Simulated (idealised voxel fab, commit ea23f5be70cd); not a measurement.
This is a process module. Its name is voxel ribs on slabs.
190 nm wide, 5 nm square cells: that's cross-section cut.
Cross-sections here: square-cell grids, written as top-down lists of bands, a band being one or more rows of cells.
Band: top height; bottom height; in nm. Then, left to right: material with width in nm, for each material. "throughout": a single material spanning edge to edge. "blank": empty space.
Height reference: 0 = level under which incoming wafer is all one material. Lowest band: no bottom, runs on downward, e.g. "z 0 and below".
Think of "30 to 40" as a width that walks from the first number to the second as you go down the band, top row to bottom row, taking equal-sized steps from row to row.
No cell of the cross-section changed in a step that is given as "remained unchanged".
In "Closed internal voids" the enclosed voids are listed, meaning empty spaces of 8 cells or larger without any opening to the top. The form is width x height at distance, distance from the left edge, units nm.
On a step's line, text after the settings is the simulator commenting on that step.
Regarding "overlay nm": on a step with a mask, it is the distance the mask lay to the right of its planned place; a negative value places it to the left.

[The steps planned for the process are as follows]
- 1: RECEIVE (material Si)
- 2: DIRECTIONAL_DEP (material SiO2; thk nm 20)
- 3: DIRECTIONAL_DEP (material SiN; thk nm 25)
- 4: DIRECTIONAL_DEP (material aC; thk nm 10)
- 5: PATTERN (tone cover; mask id RIB; material resist; width nm 20; thk nm 30; overlay nm 0)
- 6: DIRECTIONAL_ETCH (etch materials aC; depth nm 10)
- 7: STRIP (etch materials resist)
- 8: DIRECTIONAL_ETCH (etch materials SiN; depth nm 10)
- 9: STRIP (etch materials aC)
- 10: DIRECTIONAL_DEP (material aC; thk nm 15)
- 11: PATTERN (tone cover; mask id SLAB; material resist; width nm 80; thk nm 35; overlay nm 0)
- 12: DIRECTIONAL_ETCH (etch materials aC; depth nm 15)
- 13: STRIP (etch materials resist)
- 14: DIRECTIONAL_ETCH (etch materials SiN; depth nm 15)
- 15: STRIP (etch materials aC)
- 16: FILL_DEP (material SiO2; thk nm 20)
- 17: CMP (height nm 55)
- 18: DIRECTIONAL_DEP (material W; thk nm 5)
- 19: MASKED_ETCH (tone cover; mask id HEATER; width nm 30; etch materials W; depth nm 5; overlay nm 0)
- 20: CONFORMAL_DEP (material SiN; thk nm 5)

[Cross-section of the incoming wafer, state after step 1]
  z 0 and below = Si throughout
  Closed internal voids: none

[First of two wafers at the end of the module, shown in cross-section; run carried out as planned]
  z 65 to 60 = blank: 75  SiN: 40  blank: 75
  z 60 to 55 = SiN: 80  W: 30  SiN: 80
  z 55 to 45 = SiO2 throughout
  z 45 to 35 = SiO2: 85  SiN: 20  SiO2: 85
  z 35 to 20 = SiO2: 55  SiN: 80  SiO2: 55
  z 20 to 0 = SiO2 throughout
  z 0 and below = Si throughout
  Closed internal voids: none

[Wafer two (of two), end-of-module cross-section: start = wafer one, plan = wafer one, one run mistake]
  z 65 to 60 = blank: 75  SiN: 40  blank: 75
  z 60 to 55 = SiN: 80  W: 30  SiN: 80
  z 55 to 25 = SiO2 throughout
  z 25 to 0 = SiN throughout
  z 0 and below = Si throughout
  Closed internal voids: none
Want to know what went wrong? a sequencing error occurred in which plan steps 2 and 3 were transposed
Count the cells at the end and the second wafer has more or fewer of some materials than the first: 134 more of SiN, 134 fewer of SiO2
